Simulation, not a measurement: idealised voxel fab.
The following process module bears the name voxel gate over fins.
Each square cell in cross-section cut measures 5 nm, and the section as a whole is 255 nm wide.
Square cells in a grid make up a cross-section in this document, and the grid is given as bands, listed from the top down, each one or more rows of cells.
In this notation a band is specified by the heights of its top and bottom, in that order and in nm, after which its materials appear from left to right, each paired with its width in nm. The word "all across" attached to a single material means that material fills the band from edge to edge; the word "blank" stands for empty space.
Heights are reckoned from 0. Under this level, the received wafer is all of one material. The bottommost band is open-ended downward, for example "0 down".
The width entry "30->40" should be interpreted row by row: the top row of cells in the band takes the first number, the bottom row takes the second number, and the change between adjacent rows is uniform throughout.
"no change" for a step: no cell of the cross-section changed in that step.
Basically, "Internal closed voids" tells you about the enclosed voids: empty spaces with no open way to the top, 8 cells or bigger, each written width x height at distance, where distance is from the left edge, all in nm.
The remark found on a step's line after its settings is issued by the simulator itself and pertains to that step.
The optional step-line setting "overlay nm" applies to steps with a mask and quantifies how far to the right of its planned location the mask lay, a negative value indicating leftward placement.
Each pair below shows a cross-section before one step and the cross-section after it, down to the lowest band that changed. The line under each pair gives the step between them, with its settings. The pairs can come from different runs of this module on the same starting wafer, so a pair continues from the pair above only where its "Ex-ante state" says so.
Ex-ante state:
  0 down  Si all across
  Internal closed voids: none
After the Step:
  5 to 0  SiN all across
  Everything below 0 is unchanged.
  Internal closed voids: none
The structure shown above changes from one cross-section to the other through CONFORMAL_DEP [material SiN] [thk nm 5]
Ex-ante state: Reference is made to the cross-section shown after the step in the pair directly above, which represents the state prior to this step.
After the Step:
  20 to 5  aC all across
  Everything below 5 is unchanged.
  Internal closed voids: none
The structure shown above changes from one cross-section to the other through DIRECTIONAL_DEP [material aC] [thk nm 15]
Ex-ante state: Reference is made to the cross-section shown after the step in the pair directly above, which represents the state prior to this step.
After the Step:
  50 to 20  70 of blank, 15 of resist, 35 of blank, 15 of resist, 35 of blank, 15 of resist, 70 of blank
  Everything below 20 is unchanged.
  Internal closed voids: none
The structure shown above changes from one cross-section to the other through PATTERN [tone cover] [mask id FINS] [material resist] [width nm 15] [pitch nm 50] [thk nm 30] [overlay nm 0]
Ex-ante state: Reference is made to the cross-section shown after the step in the pair directly above, which represents the state prior to this step.
After the Step:
  35 to 20  70 of blank, 15 of resist, 35 of blank, 15 of resist, 35 of blank, 15 of resist, 70 of blank
  20 to 5  70 of blank, 15 of aC, 35 of blank, 15 of aC, 35 of blank, 15 of aC, 70 of blank
  Everything below 5 is unchanged.
  Internal closed voids: none
The structure shown above changes from one cross-section to the other through DIRECTIONAL_ETCH [etch materials aC] [depth nm 15]
Ex-ante state: Reference is made to the cross-section shown after the step in the pair directly above, which represents the state prior to this step.
After the Step:
  20 to 5  70 of blank, 15 of aC, 35 of blank, 15 of aC, 35 of blank, 15 of aC, 70 of blank
  Everything below 5 is unchanged.
  Internal closed voids: none
The structure shown above changes from one cross-section to the other through STRIP [etch materials resist]
Ex-ante state: Reference is made to the cross-section shown after the step in the pair directly above, which represents the state prior to this step.
After the Step:
  20 to 5  70 of blank, 15 of aC, 35 of blank, 15 of aC, 35 of blank, 15 of aC, 70 of blank
  5 to 0  70 of blank, 15 of SiN, 35 of blank, 15 of SiN, 35 of blank, 15 of SiN, 70 of blank
  Everything below 0 is unchanged.
  Internal closed voids: none
The structure shown above changes from one cross-section to the other through DIRECTIONAL_ETCH [etch materials SiN] [depth nm 5]
Ex-ante state: Reference is made to the cross-section shown after the step in the pair directly above, which represents the state prior to this step.
After the Step:
  20 to 5  70 of blank, 15 of aC, 35 of blank, 15 of aC, 35 of blank, 15 of aC, 70 of blank
  5 to 0  70 of blank, 15 of SiN, 35 of blank, 15 of SiN, 35 of blank, 15 of SiN, 70 of blank
  0 to -40  70 of blank, 15 of Si, 35 of blank, 15 of Si, 35 of blank, 15 of Si, 70 of blank
  Everything below -40 is unchanged.
  Internal closed voids: none
The structure shown above changes from one cross-section to the other through DIRECTIONAL_ETCH [etch materials Si] [depth nm 40]
Ex-ante state: Reference is made to the cross-section shown after the step in the pair directly above, which represents the state prior to this step.
After the Step:
  5 to 0  70 of blank, 15 of SiN, 35 of blank, 15 of SiN, 35 of blank, 15 of SiN, 70 of blank
  Everything below 0 is unchanged.
  Internal closed voids: none
The structure shown above changes from one cross-section to the other through STRIP [etch materials aC]
Ex-ante state: Reference is made to the cross-section shown after the step in the pair directly above, which represents the state prior to this step.
After the Step:
  5 to 0  70 of blank, 15 of SiN, 35 of blank, 15 of SiN, 35 of blank, 15 of SiN, 70 of blank
  0 to -40  70 of blank, 5 of SiO2, 5 of Si, 5 of SiO2, 35 of blank, 5 of SiO2, 5 of Si, 5 of SiO2, 35 of blank, 5 of SiO2, 5 of Si, 5 of SiO2, 70 of blank
  -40 to -45  75 of SiO2, 5 of Si, 45 of SiO2, 5 of Si, 45 of SiO2, 5 of Si, 75 of SiO2
  Everything below -45 is unchanged.
  Internal closed voids: none
The structure shown above changes from one cross-section to the other through OXIDIZE [depth nm 5]
Ex-ante state: Reference is made to the cross-section shown after the step in the pair directly above, which represents the state prior to this step.
After the Step:
  20 to 5  SiO2 all across
  5 to 0  70 of SiO2, 15 of SiN, 35 of SiO2, 15 of SiN, 35 of SiO2, 15 of SiN, 70 of SiO2
  0 to -45  75 of SiO2, 5 of Si, 45 of SiO2, 5 of Si, 45 of SiO2, 5 of Si, 75 of SiO2
  Everything below -45 is unchanged.
  Internal closed voids: none
The structure shown above changes from one cross-section to the other through FILL_DEP [material SiO2] [thk nm 15]
Ex-ante state: Reference is made to the cross-section shown after the step in the pair directly above, which represents the state prior to this step.
After the Step:
  5 to 0  70 of SiO2, 15 of SiN, 35 of SiO2, 15 of SiN, 35 of SiO2, 15 of SiN, 70 of SiO2
  Everything below 0 is unchanged.
  Internal closed voids: none
The structure shown above changes from one cross-section to the other through CMP [height nm 5]
Ex-ante state: Reference is made to the cross-section shown after the step in the pair directly above, which represents the state prior to this step.
After the Step:
  20 to 5  95 of resist, 15 of blank, 145 of resist
  Everything below 5 is unchanged.
  Internal closed voids: none
The structure shown above changes from one cross-section to the other through PATTERN [tone open] [mask id RAIL] [material resist] [width nm 15] [thk nm 15] [overlay nm 0]
Ex-ante state: Reference is made to the cross-section shown after the step in the pair directly above, which represents the state prior to this step.
After the Step:
  20 to 5  95 of resist, 15 of blank, 145 of resist
  5 to 0  70 of SiO2, 15 of SiN, 10 of SiO2, 15 of blank, 10 of SiO2, 15 of SiN, 35 of SiO2, 15 of SiN, 70 of SiO2
  0 to -35  75 of SiO2, 5 of Si, 15 of SiO2, 15 of blank, 15 of SiO2, 5 of Si, 45 of SiO2, 5 of Si, 75 of SiO2
  Everything below -35 is unchanged.
  Internal closed voids: none
The structure shown above changes from one cross-section to the other through DIRECTIONAL_ETCH [etch materials SiO2] [depth nm 40]
Ex-ante state: Reference is made to the cross-section shown after the step in the pair directly above, which represents the state prior to this step.
After the Step:
  5 to 0  70 of SiO2, 15 of SiN, 10 of SiO2, 15 of blank, 10 of SiO2, 15 of SiN, 35 of SiO2, 15 of SiN, 70 of SiO2
  Everything below 0 is unchanged.
  Internal closed voids: none
The structure shown above changes from one cross-section to the other through STRIP [etch materials resist]
Ex-ante state: Reference is made to the cross-section shown after the step in the pair directly above, which represents the state prior to this step.
After the Step:
  10 to 5  100 of TiN, 5 of blank, 150 of TiN
  5 to 0  70 of SiO2, 15 of SiN, 10 of SiO2, 5 of TiN, 5 of blank, 5 of TiN, 10 of SiO2, 15 of SiN, 35 of SiO2, 15 of SiN, 70 of SiO2
  0 to -30  75 of SiO2, 5 of Si, 15 of SiO2, 5 of TiN, 5 of blank, 5 of TiN, 15 of SiO2, 5 of Si, 45 of SiO2, 5 of Si, 75 of SiO2
  -30 to -35  75 of SiO2, 5 of Si, 15 of SiO2, 15 of TiN, 15 of SiO2, 5 of Si, 45 of SiO2, 5 of Si, 75 of SiO2
  Everything below -35 is unchanged.
  Internal closed voids: none
The structure shown above changes from one cross-section to the other through CONFORMAL_DEP [material TiN] [thk nm 5]
Ex-ante state: Reference is made to the cross-section shown after the step in the pair directly above, which represents the state prior to this step.
After the Step:
  20 to 10  Ru all across
  10 to 5  100 of TiN, 5 of Ru, 150 of TiN
  5 to 0  70 of SiO2, 15 of SiN, 10 of SiO2, 5 of TiN, 5 of Ru, 5 of TiN, 10 of SiO2, 15 of SiN, 35 of SiO2, 15 of SiN, 70 of SiO2
  0 to -30  75 of SiO2, 5 of Si, 15 of SiO2, 5 of TiN, 5 of Ru, 5 of TiN, 15 of SiO2, 5 of Si, 45 of SiO2, 5 of Si, 75 of SiO2
  Everything below -30 is unchanged.
  Internal closed voids: none
The structure shown above changes from one cross-section to the other through FILL_DEP [material Ru] [thk nm 10]
Ex-ante state: Reference is made to the cross-section shown after the step in the pair directly above, which represents the state prior to this step.
After the Step:
  5 to 0  70 of SiO2, 15 of SiN, 10 of SiO2, 5 of TiN, 5 of Ru, 5 of TiN, 10 of SiO2, 15 of SiN, 35 of SiO2, 15 of SiN, 70 of SiO2
  Everything below 0 is unchanged.
  Internal closed voids: none
The structure shown above changes from one cross-section to the other through CMP [height nm 5]
Ex-ante state: Reference is made to the cross-section shown after the step in the pair directly above, which represents the state prior to this step.
After the Step:
  5 to 0  70 of SiO2, 15 of SiN, 10 of SiO2, 15 of blank, 10 of SiO2, 15 of SiN, 35 of SiO2, 15 of SiN, 70 of SiO2
  0 to -20  75 of SiO2, 5 of Si, 15 of SiO2, 15 of blank, 15 of SiO2, 5 of Si, 45 of SiO2, 5 of Si, 75 of SiO2
  Everything below -20 is unchanged.
  Internal closed voids: none
The structure shown above changes from one cross-section to the other through SELECTIVE_ETCH [etch materials W Ru TiN] [depth nm 25]
Ex-ante state: Reference is made to the cross-section shown after the step in the pair directly above, which represents the state prior to this step.
After the Step:
  10 to 5  SiO2 all across
  5 to 0  70 of SiO2, 15 of SiN, 35 of SiO2, 15 of SiN, 35 of SiO2, 15 of SiN, 70 of SiO2
  0 to -20  75 of SiO2, 5 of Si, 45 of SiO2, 5 of Si, 45 of SiO2, 5 of Si, 75 of SiO2
  Everything below -20 is unchanged.
  Internal closed voids: none
The structure shown above changes from one cross-section to the other through FILL_DEP [material SiO2] [thk nm 5]
Ex-ante state: Reference is made to the cross-section shown after the step in the pair directly above, which represents the state prior to this step.
After the Step:
  5 to 0  70 of SiO2, 15 of SiN, 35 of SiO2, 15 of SiN, 35 of SiO2, 15 of SiN, 70 of SiO2
  Everything below 0 is unchanged.
  Internal closed voids: none
The structure shown above changes from one cross-section to the other through CMP [height nm 5]
Ex-ante state: Reference is made to the cross-section shown after the step in the pair directly above, which represents the state prior to this step.
After the Step:
  5 to 0  70 of blank, 15 of SiN, 35 of blank, 15 of SiN, 35 of blank, 15 of SiN, 70 of blank
  0 to -10  75 of blank, 5 of Si, 45 of blank, 5 of Si, 45 of blank, 5 of Si, 75 of blank
  Everything below -10 is unchanged.
  Internal closed voids: none
The structure shown above changes from one cross-section to the other through SELECTIVE_ETCH [etch materials SiO2] [depth nm 15]
Ex-ante state: Reference is made to the cross-section shown after the step in the pair directly above, which represents the state prior to this step.
After the Step:
  0 to -10  75 of blank, 5 of Si, 45 of blank, 5 of Si, 45 of blank, 5 of Si, 75 of blank
  Everything below -10 is unchanged.
  Internal closed voids: none
The structure shown above changes from one cross-section to the other through STRIP [etch materials SiN]
Ex-ante state: Reference is made to the cross-section shown after the step in the pair directly above, which represents the state prior to this step.
After the Step:
  5 to 0  70 of blank, 15 of HfO2, 35 of blank, 15 of HfO2, 35 of blank, 15 of HfO2, 70 of blank
  0 to -5  70 of blank, 5 of HfO2, 5 of Si, 5 of HfO2, 35 of blank, 5 of HfO2, 5 of Si, 5 of HfO2, 35 of blank, 5 of HfO2, 5 of Si, 5 of HfO2, 70 of blank
  -5 to -10  75 of HfO2, 5 of Si, 45 of HfO2, 5 of Si, 45 of HfO2, 5 of Si, 75 of HfO2
  Everything below -10 is unchanged.
  Internal closed voids: none
The structure shown above changes from one cross-section to the other through CONFORMAL_DEP [material HfO2] [thk nm 5]
Ex-ante state: Reference is made to the cross-section shown after the step in the pair directly above, which represents the state prior to this step.
After the Step:
  10 to 5  65 of blank, 25 of TiN, 25 of blank, 25 of TiN, 25 of blank, 25 of TiN, 65 of blank
  5 to 0  65 of blank, 5 of TiN, 15 of HfO2, 5 of TiN, 25 of blank, 5 of TiN, 15 of HfO2, 5 of TiN, 25 of blank, 5 of TiN, 15 of HfO2, 5 of TiN, 65 of blank
  0 to -5  70 of TiN, 5 of HfO2, 5 of Si, 5 of HfO2, 35 of TiN, 5 of HfO2, 5 of Si, 5 of HfO2, 35 of TiN, 5 of HfO2, 5 of Si, 5 of HfO2, 70 of TiN
  Everything below -5 is unchanged.
  Internal closed voids: none
The structure shown above changes from one cross-section to the other through CONFORMAL_DEP [material TiN] [thk nm 5]
Ex-ante state: Reference is made to the cross-section shown after the step in the pair directly above, which represents the state prior to this step.
After the Step:
  15 to 10  60 of blank, 35 of TiAl, 15 of blank, 35 of TiAl, 15 of blank, 35 of TiAl, 60 of blank
  10 to 5  60 of blank, 5 of TiAl, 25 of TiN, 5 of TiAl, 15 of blank, 5 of TiAl, 25 of TiN, 5 of TiAl, 15 of blank, 5 of TiAl, 25 of TiN, 5 of TiAl, 60 of blank
  5 to 0  65 of TiAl, 5 of TiN, 15 of HfO2, 5 of TiN, 25 of TiAl, 5 of TiN, 15 of HfO2, 5 of TiN, 25 of TiAl, 5 of TiN, 15 of HfO2, 5 of TiN, 65 of TiAl
  Everything below 0 is unchanged.
  Internal closed voids: none
The structure shown above changes from one cross-section to the other through CONFORMAL_DEP [material TiAl] [thk nm 5]
Ex-ante state: Reference is made to the cross-section shown after the step in the pair directly above, which represents the state prior to this step.
After the Step:
  20 to 15  55 of blank, 45 of TiN, 5 of blank, 45 of TiN, 5 of blank, 45 of TiN, 55 of blank
  15 to 10  55 of blank, 5 of TiN, 35 of TiAl, 5 of TiN, 5 of blank, 5 of TiN, 35 of TiAl, 5 of TiN, 5 of blank, 5 of TiN, 35 of TiAl, 5 of TiN, 55 of blank
  10 to 5  60 of TiN, 5 of TiAl, 25 of TiN, 5 of TiAl, 15 of TiN, 5 of TiAl, 25 of TiN, 5 of TiAl, 15 of TiN, 5 of TiAl, 25 of TiN, 5 of TiAl, 60 of TiN
  Everything below 5 is unchanged.
  Internal closed voids: none
The structure shown above changes from one cross-section to the other through CONFORMAL_DEP [material TiN] [thk nm 5]
Ex-ante state: Reference is made to the cross-section shown after the step in the pair directly above, which represents the state prior to this step.
After the Step:
  30 to 20  W all across
  20 to 15  55 of W, 45 of TiN, 5 of W, 45 of TiN, 5 of W, 45 of TiN, 55 of W
  15 to 10  55 of W, 5 of TiN, 35 of TiAl, 5 of TiN, 5 of W, 5 of TiN, 35 of TiAl, 5 of TiN, 5 of W, 5 of TiN, 35 of TiAl, 5 of TiN, 55 of W
  Everything below 10 is unchanged.
  Internal closed voids: none
The structure shown above changes from one cross-section to the other through FILL_DEP [material W] [thk nm 10]
Ex-ante state: Reference is made to the cross-section shown after the step in the pair directly above, which represents the state prior to this step.
After the Step:
  25 to 20  W all across
  Everything below 20 is unchanged.
  Internal closed voids: none
The structure shown above changes from one cross-section to the other through CMP [height nm 25]
Ex-ante state: Reference is made to the cross-section shown after the step in the pair directly above, which represents the state prior to this step.
After the Step:
  30 to 25  SiN all across
  Everything below 25 is unchanged.
  Internal closed voids: none
The structure shown above changes from one cross-section to the other through CONFORMAL_DEP [material SiN] [thk nm 5]
Ex-ante state:
  20 to 10  Ru all across
  10 to 5  100 of TiN, 5 of Ru, 150 of TiN
  5 to 0  70 of SiO2, 15 of SiN, 10 of SiO2, 5 of TiN, 5 of Ru, 5 of TiN, 10 of SiO2, 15 of SiN, 35 of SiO2, 15 of SiN, 70 of SiO2
  0 to -30  75 of SiO2, 5 of Si, 15 of SiO2, 5 of TiN, 5 of Ru, 5 of TiN, 15 of SiO2, 5 of Si, 45 of SiO2, 5 of Si, 75 of SiO2
  -30 to -35  75 of SiO2, 5 of Si, 15 of SiO2, 15 of TiN, 15 of SiO2, 5 of Si, 45 of SiO2, 5 of Si, 75 of SiO2
  -35 to -45  75 of SiO2, 5 of Si, 45 of SiO2, 5 of Si, 45 of SiO2, 5 of Si, 75 of SiO2
  -45 down  Si all across
  Internal closed voids: none
After the Step:
  5 to 0  70 of SiO2, 15 of SiN, 10 of SiO2, 15 of blank, 10 of SiO2, 15 of SiN, 35 of SiO2, 15 of SiN, 70 of SiO2
  0 to -5  75 of SiO2, 5 of Si, 15 of SiO2, 15 of blank, 15 of SiO2, 5 of Si, 45 of SiO2, 5 of Si, 75 of SiO2
  Everything below -5 is unchanged.
  Internal closed voids: none
The structure shown above changes from one cross-section to the other through SELECTIVE_ETCH [etch materials W Ru TiN] [depth nm 25]
Ex-ante state: Reference is made to the cross-section shown after the step in the pair directly above, which represents the state prior to this step.
After the Step:
  10 to 5  SiO2 all across
  5 to 0  70 of SiO2, 15 of SiN, 35 of SiO2, 15 of SiN, 35 of SiO2, 15 of SiN, 70 of SiO2
  0 to -5  75 of SiO2, 5 of Si, 45 of SiO2, 5 of Si, 45 of SiO2, 5 of Si, 75 of SiO2
  Everything below -5 is unchanged.
  Internal closed voids: none
The structure shown above changes from one cross-section to the other through FILL_DEP [material SiO2] [thk nm 5]
Ex-ante state: Reference is made to the cross-section shown after the step in the pair directly above, which represents the state prior to this step.
After the Step:
  5 to 0  70 of SiO2, 15 of SiN, 35 of SiO2, 15 of SiN, 35 of SiO2, 15 of SiN, 70 of SiO2
  Everything below 0 is unchanged.
  Internal closed voids: none
The structure shown above changes from one cross-section to the other through CMP [height nm 5]
Ex-ante state: Reference is made to the cross-section shown after the step in the pair directly above, which represents the state prior to this step.
After the Step:
  5 to 0  70 of blank, 15 of SiN, 35 of blank, 15 of SiN, 35 of blank, 15 of SiN, 70 of blank
  0 to -5  75 of blank, 5 of Si, 45 of blank, 5 of Si, 45 of blank, 5 of Si, 75 of blank
  -5 to -10  75 of blank, 5 of Si, 15 of blank, 5 of TiN, 5 of Ru, 5 of TiN, 15 of blank, 5 of Si, 45 of blank, 5 of Si, 75 of blank
  Everything below -10 is unchanged.
  Internal closed voids: none
The structure shown above changes from one cross-section to the other through SELECTIVE_ETCH [etch materials SiO2] [depth nm 15]
Ex-ante state: Reference is made to the cross-section shown after the step in the pair directly above, which represents the state prior to this step.
After the Step:
  0 to -5  75 of blank, 5 of Si, 45 of blank, 5 of Si, 45 of blank, 5 of Si, 75 of blank
  Everything below -5 is unchanged.
  Internal closed voids: none
The structure shown above changes from one cross-section to the other through STRIP [etch materials SiN]
Ex-ante state: Reference is made to the cross-section shown after the step in the pair directly above, which represents the state prior to this step.
After the Step:
  5 to 0  70 of blank, 15 of HfO2, 35 of blank, 15 of HfO2, 35 of blank, 15 of HfO2, 70 of blank
  0 to -5  70 of blank, 5 of HfO2, 5 of Si, 5 of HfO2, 5 of blank, 25 of HfO2, 5 of blank, 5 of HfO2, 5 of Si, 5 of HfO2, 35 of blank, 5 of HfO2, 5 of Si, 5 of HfO2, 70 of blank
  -5 to -10  75 of HfO2, 5 of Si, 15 of HfO2, 5 of TiN, 5 of Ru, 5 of TiN, 15 of HfO2, 5 of Si, 45 of HfO2, 5 of Si, 75 of HfO2
  Everything below -10 is unchanged.
  Internal closed voids: none
The structure shown above changes from one cross-section to the other through CONFORMAL_DEP [material HfO2] [thk nm 5]
Ex-ante state: Reference is made to the cross-section shown after the step in the pair directly above, which represents the state prior to this step.
After the Step:
  10 to 5  65 of blank, 25 of TiN, 25 of blank, 25 of TiN, 25 of blank, 25 of TiN, 65 of blank
  5 to 0  65 of blank, 5 of TiN, 15 of HfO2, 35 of TiN, 15 of HfO2, 5 of TiN, 25 of blank, 5 of TiN, 15 of HfO2, 5 of TiN, 65 of blank
  0 to -5  70 of TiN, 5 of HfO2, 5 of Si, 5 of HfO2, 5 of TiN, 25 of HfO2, 5 of TiN, 5 of HfO2, 5 of Si, 5 of HfO2, 35 of TiN, 5 of HfO2, 5 of Si, 5 of HfO2, 70 of TiN
  Everything below -5 is unchanged.
  Internal closed voids: none
The structure shown above changes from one cross-section to the other through CONFORMAL_DEP [material TiN] [thk nm 5]
Ex-ante state: Reference is made to the cross-section shown after the step in the pair directly above, which represents the state prior to this step.
After the Step:
  15 to 10  60 of blank, 35 of TiAl, 15 of blank, 35 of TiAl, 15 of blank, 35 of TiAl, 60 of blank
  10 to 5  60 of blank, 5 of TiAl, 25 of TiN, 25 of TiAl, 25 of TiN, 5 of TiAl, 15 of blank, 5 of TiAl, 25 of TiN, 5 of TiAl, 60 of blank
  5 to 0  65 of TiAl, 5 of TiN, 15 of HfO2, 35 of TiN, 15 of HfO2, 5 of TiN, 25 of TiAl, 5 of TiN, 15 of HfO2, 5 of TiN, 65 of TiAl
  Everything below 0 is unchanged.
  Internal closed voids: none
The structure shown above changes from one cross-section to the other through CONFORMAL_DEP [material TiAl] [thk nm 5]
Ex-ante state: Reference is made to the cross-section shown after the step in the pair directly above, which represents the state prior to this step.
After the Step:
  20 to 15  55 of blank, 45 of TiN, 5 of blank, 45 of TiN, 5 of blank, 45 of TiN, 55 of blank
  15 to 10  55 of blank, 5 of TiN, 35 of TiAl, 15 of TiN, 35 of TiAl, 5 of TiN, 5 of blank, 5 of TiN, 35 of TiAl, 5 of TiN, 55 of blank
  10 to 5  60 of TiN, 5 of TiAl, 25 of TiN, 25 of TiAl, 25 of TiN, 5 of TiAl, 15 of TiN, 5 of TiAl, 25 of TiN, 5 of TiAl, 60 of TiN
  Everything below 5 is unchanged.
  Internal closed voids: none
The structure shown above changes from one cross-section to the other through CONFORMAL_DEP [material TiN] [thk nm 5]
Ex-ante state: Reference is made to the cross-section shown after the step in the pair directly above, which represents the state prior to this step.
After the Step:
  30 to 20  W all across
  20 to 15  55 of W, 45 of TiN, 5 of W, 45 of TiN, 5 of W, 45 of TiN, 55 of W
  15 to 10  55 of W, 5 of TiN, 35 of TiAl, 15 of TiN, 35 of TiAl, 5 of TiN, 5 of W, 5 of TiN, 35 of TiAl, 5 of TiN, 55 of W
  Everything below 10 is unchanged.
  Internal closed voids: none
The structure shown above changes from one cross-section to the other through FILL_DEP [material W] [thk nm 10]
Ex-ante state: Reference is made to the cross-section shown after the step in the pair directly above, which represents the state prior to this step.
After the Step:
  25 to 20  W all across
  Everything below 20 is unchanged.
  Internal closed voids: none
The structure shown above changes from one cross-section to the other through CMP [height nm 25]
Ex-ante state: Reference is made to the cross-section shown after the step in the pair directly above, which represents the state prior to this step.
After the Step:
  30 to 25  SiN all across
  Everything below 25 is unchanged.
  Internal closed voids: none
The structure shown above changes from one cross-section to the other through CONFORMAL_DEP [material SiN] [thk nm 5]
Ex-ante state:
  5 to 0  70 of blank, 15 of SiN, 35 of blank, 15 of SiN, 35 of blank, 15 of SiN, 70 of blank
  0 to -10  75 of blank, 5 of Si, 45 of blank, 5 of Si, 45 of blank, 5 of Si, 75 of blank
  -10 to -20  75 of SiO2, 5 of Si, 45 of SiO2, 5 of Si, 45 of SiO2, 5 of Si, 75 of SiO2
  -20 to -30  75 of SiO2, 5 of Si, 15 of SiO2, 5 of TiN, 5 of Ru, 5 of TiN, 15 of SiO2, 5 of Si, 45 of SiO2, 5 of Si, 75 of SiO2
  -30 to -35  75 of SiO2, 5 of Si, 15 of SiO2, 15 of TiN, 15 of SiO2, 5 of Si, 45 of SiO2, 5 of Si, 75 of SiO2
  -35 to -45  75 of SiO2, 5 of Si, 45 of SiO2, 5 of Si, 45 of SiO2, 5 of Si, 75 of SiO2
  -45 down  Si all across
  Internal closed voids: none
After the Step:
  5 to 0  70 of blank, 15 of SiN, 35 of blank, 15 of SiN, 35 of blank, 15 of SiN, 70 of blank
  0 to -20  75 of blank, 5 of Si, 45 of blank, 5 of Si, 45 of blank, 5 of Si, 75 of blank
  -20 to -25  75 of blank, 5 of Si, 15 of blank, 5 of TiN, 5 of Ru, 5 of TiN, 15 of blank, 5 of Si, 45 of blank, 5 of Si, 75 of blank
  Everything below -25 is unchanged.
  Internal closed voids: none
The structure shown above changes from one cross-section to the other through SELECTIVE_ETCH [etch materials SiO2] [depth nm 15]
Ex-ante state: Reference is made to the cross-section shown after the step in the pair directly above, which represents the state prior to this step.
After the Step:
  0 to -20  75 of blank, 5 of Si, 45 of blank, 5 of Si, 45 of blank, 5 of Si, 75 of blank
  Everything below -20 is unchanged.
  Internal closed voids: none
The structure shown above changes from one cross-section to the other through STRIP [etch materials SiN]
Ex-ante state: Reference is made to the cross-section shown after the step in the pair directly above, which represents the state prior to this step.
After the Step:
  5 to 0  70 of blank, 15 of HfO2, 35 of blank, 15 of HfO2, 35 of blank, 15 of HfO2, 70 of blank
  0 to -15  70 of blank, 5 of HfO2, 5 of Si, 5 of HfO2, 35 of blank, 5 of HfO2, 5 of Si, 5 of HfO2, 35 of blank, 5 of HfO2, 5 of Si, 5 of HfO2, 70 of blank
  -15 to -20  70 of blank, 5 of HfO2, 5 of Si, 5 of HfO2, 5 of blank, 25 of HfO2, 5 of blank, 5 of HfO2, 5 of Si, 5 of HfO2, 35 of blank, 5 of HfO2, 5 of Si, 5 of HfO2, 70 of blank
  -20 to -25  75 of HfO2, 5 of Si, 15 of HfO2, 5 of TiN, 5 of Ru, 5 of TiN, 15 of HfO2, 5 of Si, 45 of HfO2, 5 of Si, 75 of HfO2
  Everything below -25 is unchanged.
  Internal closed voids: none
The structure shown above changes from one cross-section to the other through CONFORMAL_DEP [material HfO2] [thk nm 5]
Ex-ante state: Reference is made to the cross-section shown after the step in the pair directly above, which represents the state prior to this step.
After the Step:
  10 to 5  65 of blank, 25 of TiN, 25 of blank, 25 of TiN, 25 of blank, 25 of TiN, 65 of blank
  5 to 0  65 of blank, 5 of TiN, 15 of HfO2, 5 of TiN, 25 of blank, 5 of TiN, 15 of HfO2, 5 of TiN, 25 of blank, 5 of TiN, 15 of HfO2, 5 of TiN, 65 of blank
  0 to -10  65 of blank, 5 of TiN, 5 of HfO2, 5 of Si, 5 of HfO2, 5 of TiN, 25 of blank, 5 of TiN, 5 of HfO2, 5 of Si, 5 of HfO2, 5 of TiN, 25 of blank, 5 of TiN, 5 of HfO2, 5 of Si, 5 of HfO2, 5 of TiN, 65 of blank
  -10 to -15  65 of blank, 5 of TiN, 5 of HfO2, 5 of Si, 5 of HfO2, 35 of TiN, 5 of HfO2, 5 of Si, 5 of HfO2, 5 of TiN, 25 of blank, 5 of TiN, 5 of HfO2, 5 of Si, 5 of HfO2, 5 of TiN, 65 of blank
  -15 to -20  70 of TiN, 5 of HfO2, 5 of Si, 5 of HfO2, 5 of TiN, 25 of HfO2, 5 of TiN, 5 of HfO2, 5 of Si, 5 of HfO2, 35 of TiN, 5 of HfO2, 5 of Si, 5 of HfO2, 70 of TiN
  Everything below -20 is unchanged.
  Internal closed voids: none
The structure shown above changes from one cross-section to the other through CONFORMAL_DEP [material TiN] [thk nm 5]
Ex-ante state: Reference is made to the cross-section shown after the step in the pair directly above, which represents the state prior to this step.
After the Step:
  15 to 10  60 of blank, 35 of TiAl, 15 of blank, 35 of TiAl, 15 of blank, 35 of TiAl, 60 of blank
  10 to 5  60 of blank, 5 of TiAl, 25 of TiN, 5 of TiAl, 15 of blank, 5 of TiAl, 25 of TiN, 5 of TiAl, 15 of blank, 5 of TiAl, 25 of TiN, 5 of TiAl, 60 of blank
  5 to 0  60 of blank, 5 of TiAl, 5 of TiN, 15 of HfO2, 5 of TiN, 5 of TiAl, 15 of blank, 5 of TiAl, 5 of TiN, 15 of HfO2, 5 of TiN, 5 of TiAl, 15 of blank, 5 of TiAl, 5 of TiN, 15 of HfO2, 5 of TiN, 5 of TiAl, 60 of blank
  0 to -5  60 of blank, 5 of TiAl, 5 of TiN, 5 of HfO2, 5 of Si, 5 of HfO2, 5 of TiN, 5 of TiAl, 15 of blank, 5 of TiAl, 5 of TiN, 5 of HfO2, 5 of Si, 5 of HfO2, 5 of TiN, 5 of TiAl, 15 of blank, 5 of TiAl, 5 of TiN, 5 of HfO2, 5 of Si, 5 of HfO2, 5 of TiN, 5 of TiAl, 60 of blank
  -5 to -10  60 of blank, 5 of TiAl, 5 of TiN, 5 of HfO2, 5 of Si, 5 of HfO2, 5 of TiN, 25 of TiAl, 5 of TiN, 5 of HfO2, 5 of Si, 5 of HfO2, 5 of TiN, 5 of TiAl, 15 of blank, 5 of TiAl, 5 of TiN, 5 of HfO2, 5 of Si, 5 of HfO2, 5 of TiN, 5 of TiAl, 60 of blank
  -10 to -15  65 of TiAl, 5 of TiN, 5 of HfO2, 5 of Si, 5 of HfO2, 35 of TiN, 5 of HfO2, 5 of Si, 5 of HfO2, 5 of TiN, 25 of TiAl, 5 of TiN, 5 of HfO2, 5 of Si, 5 of HfO2, 5 of TiN, 65 of TiAl
  Everything below -15 is unchanged.
  Internal closed voids: none
The structure shown above changes from one cross-section to the other through CONFORMAL_DEP [material TiAl] [thk nm 5]
